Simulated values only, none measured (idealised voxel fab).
The following process module bears the name voxel trench capacitor.
cross-section cut | 195 nm wide | cells 5 nm
In this document a cross-section is written as a grid of square cells. It is given as a series of bands, listed from the top down, and a band is one or more rows of cells.
Band entry format. Leading values: height of top, height of bottom, nm. Remainder: materials in left-to-right order, each with its width in nm. Special words: "full width" on a single material, which then fills the band edge to edge; "blank", empty space.
For the purposes of this specification, 0 denotes the height below which the wafer in its as-received condition is composed wholly of one material, and the lowermost band, lacking a lower limit, extends downward without end, as expressed in "from 0 down".
The expression "30->40" gives the width at the extremes of the band, the first number at its top row of cells and the second at its bottom row, with the width changing by equal amounts from each row to the next in between.
No cell of the cross-section changed in a step that is given as "everything unchanged".
You'll see "Enclosed cavities" listing empty spaces that have no way open to the top, as long as they're 8 cells or more; the notation is width x height at distance, where the distance is from the left edge, and all of it is in nm.
Whatever follows a step's settings on its line is a remark the simulator itself makes about that step.
If you see "overlay nm" on a step's line and that step has a mask, it's telling you how far right of where it was planned the mask ended up; a negative number means it went left instead.
**The following list gives the planned process steps**
1 RECEIVE (material Si)
2 CONFORMAL_DEP (material SiN; thk nm 5)
3 DIRECTIONAL_DEP (material aC; thk nm 15)
4 PATTERN (tone open; mask id TRENCH; material resist; width nm 25; pitch nm 50; thk nm 30; overlay nm 0)
5 DIRECTIONAL_ETCH (etch materials aC; depth nm 15)
6 STRIP (etch materials resist)
7 DIRECTIONAL_ETCH (etch materials SiN; depth nm 5)
8 DIRECTIONAL_ETCH (etch materials Si; depth nm 40)
9 STRIP (etch materials aC)
10 CONFORMAL_DEP (material Al2O3; thk nm 5)
11 CONFORMAL_DEP (material TiN; thk nm 5)
12 FILL_DEP (material W; thk nm 10)
13 CMP (height nm 5)
**Cross-section of the incoming wafer, state after step 1**
    from 0 down | Si full width
    Enclosed cavities: none
**Cross-sectional view of the first of the two wafers upon completion of the module, processed in accordance with the plan**
    from 5 to 0 | 35 SiN  5 Al2O3  5 TiN  5 W  5 TiN  5 Al2O3  25 SiN  5 Al2O3  5 TiN  5 W  5 TiN  5 Al2O3  25 SiN  5 Al2O3  5 TiN  5 W  5 TiN  5 Al2O3  35 SiN
    from 0 to -30 | 35 Si  5 Al2O3  5 TiN  5 W  5 TiN  5 Al2O3  25 Si  5 Al2O3  5 TiN  5 W  5 TiN  5 Al2O3  25 Si  5 Al2O3  5 TiN  5 W  5 TiN  5 Al2O3  35 Si
    from -30 to -35 | 35 Si  5 Al2O3  15 TiN  5 Al2O3  25 Si  5 Al2O3  15 TiN  5 Al2O3  25 Si  5 Al2O3  15 TiN  5 Al2O3  35 Si
    from -35 to -40 | 35 Si  25 Al2O3  25 Si  25 Al2O3  25 Si  25 Al2O3  35 Si
    from -40 down | Si full width
    Enclosed cavities: none
**Cross-section, wafer two of two, end of module: same start and plan as wafer one, one error in execution**
    from 5 to 0 | 35 SiN  5 Al2O3  5 TiN  5 W  5 TiN  5 Al2O3  25 SiN  5 Al2O3  5 TiN  5 W  5 TiN  5 Al2O3  25 SiN  5 Al2O3  5 TiN  5 W  5 TiN  5 Al2O3  35 SiN
    from 0 to -35 | 35 Si  5 Al2O3  5 TiN  5 W  5 TiN  5 Al2O3  25 Si  5 Al2O3  5 TiN  5 W  5 TiN  5 Al2O3  25 Si  5 Al2O3  5 TiN  5 W  5 TiN  5 Al2O3  35 Si
    from -35 to -40 | 35 Si  5 Al2O3  15 TiN  5 Al2O3  25 Si  5 Al2O3  15 TiN  5 Al2O3  25 Si  5 Al2O3  15 TiN  5 Al2O3  35 Si
    from -40 to -45 | 35 Si  25 Al2O3  25 Si  25 Al2O3  25 Si  25 Al2O3  35 Si
    from -45 down | Si full width
    Enclosed cavities: none
Where did the run depart from the plan? planned and actual differ for step 8; actual: DIRECTIONAL_ETCH (etch materials Si; depth nm 45)
Wafer comparison, final, in cells, second relative to first, materials more or fewer: Al2O3 +6 | Si -15 | TiN +6 | W +3
